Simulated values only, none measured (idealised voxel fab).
The document below concerns the process module designated voxel ribs on slabs.
It is cross-section cut that appears here, measuring 155 nm in width, its square cells being 5 nm in size.
A cross-section is a grid of square cells, given in bands from the top down. A band is one or more rows of cells. The band entry comprises the height of the band's top followed by the height of its bottom, expressed in nm, and subsequently the band's materials from left to right, each stated together with its width in nm. Where a single material is marked with the word "everywhere", that material fills the band from edge to edge. The word "blank" represents empty space. Basically, 0 is our baseline, since under it the wafer straight out of the box is all one material. The bottom band has no lower end and keeps on going down, so it looks like "top 0, no bottom". Quick explanation for "30..40": the width changes in equal steps down the rows of cells, from the first number in the band's top row to the second number in its bottom row. "left unchanged" (step): cross-section cells unchanged, all of them. Closed-off voids of 8+ cells (no open route to the top) go in "Completely enclosed voids", written width x height at distance from the left edge, in nm. Step line, after settings: the simulator's comment on this step. What "overlay nm" on a step's line means: if the step has a mask, that mask lay this far to the right of its planned place, or, when the value is negative, to the left.

HERE'S WHAT THE PLANNED PROCESS STEPS LOOK LIKE
step 1: RECEIVE | material Si
step 2: DIRECTIONAL_DEP | material SiO2 | thk nm 20
step 3: DIRECTIONAL_DEP | material SiN | thk nm 15
step 4: DIRECTIONAL_DEP | material aC | thk nm 15
step 5: PATTERN | tone cover | mask id RIB | material resist | width nm 30 | thk nm 35 | overlay nm 0
step 6: DIRECTIONAL_ETCH | etch materials aC | depth nm 15
step 7: STRIP | etch materials resist
step 8: DIRECTIONAL_ETCH | etch materials SiN | depth nm 10
step 9: STRIP | etch materials aC
step 10: MASKED_ETCH | tone cover | mask id SLAB | width nm 90 | etch materials SiN | depth nm 5 | overlay nm 0
step 11: FILL_DEP | material SiO2 | thk nm 15
step 12: CMP | height nm 45
step 13: DIRECTIONAL_DEP | material W | thk nm 5
step 14: MASKED_ETCH | tone cover | mask id HEATER | width nm 40 | etch materials W | depth nm 5 | overlay nm 0
step 15: CONFORMAL_DEP | material SiN | thk nm 10

CROSS-SECTIONAL VIEW OF THE WAFER IN ITS AS-RECEIVED CONDITION, CORRESPONDING TO THE STATE AFTER STEP 1
	top 0, no bottom | Si everywhere
	Completely enclosed voids: none

AS-PLANNED RUN: CROSS-SECTION OF THE FIRST OF TWO WAFERS AT END OF MODULE
	top 60, bottom 55 | blank (45) | SiN (60) | blank (50)
	top 55, bottom 50 | SiN everywhere
	top 50, bottom 45 | SiN (55) | W (40) | SiN (60)
	top 45, bottom 35 | SiO2 everywhere
	top 35, bottom 25 | SiO2 (60) | SiN (30) | SiO2 (65)
	top 25, bottom 20 | SiO2 (30) | SiN (90) | SiO2 (35)
	top 20, bottom 0 | SiO2 everywhere
	top 0, no bottom | Si everywhere
	Completely enclosed voids: none

END OF MODULE, SECOND WAFER, CROSS-SECTION. STARTED LIKE THE FIRST, PLANNED LIKE THE FIRST, RUN WITH ONE MISTAKE
	top 60, bottom 55 | blank (45) | SiN (60) | blank (50)
	top 55, bottom 50 | SiN everywhere
	top 50, bottom 45 | SiN (55) | W (40) | SiN (60)
	top 45, bottom 30 | SiO2 everywhere
	top 30, bottom 25 | SiO2 (60) | SiN (30) | SiO2 (65)
	top 25, bottom 20 | SiN (30) | SiO2 (30) | SiN (30) | SiO2 (30) | SiN (35)
	top 20, bottom 0 | SiO2 everywhere
	top 0, no bottom | Si everywhere
	Completely enclosed voids: none
Plan not followed: off-plan run, step 10, actual operation and settings MASKED_ETCH | tone open | mask id SLAB | width nm 90 | etch materials SiN | depth nm 5 | overlay nm 0
The second wafer ends with more or fewer cells of some materials than the first, per final count: 5 fewer of SiN; 5 more of SiO2
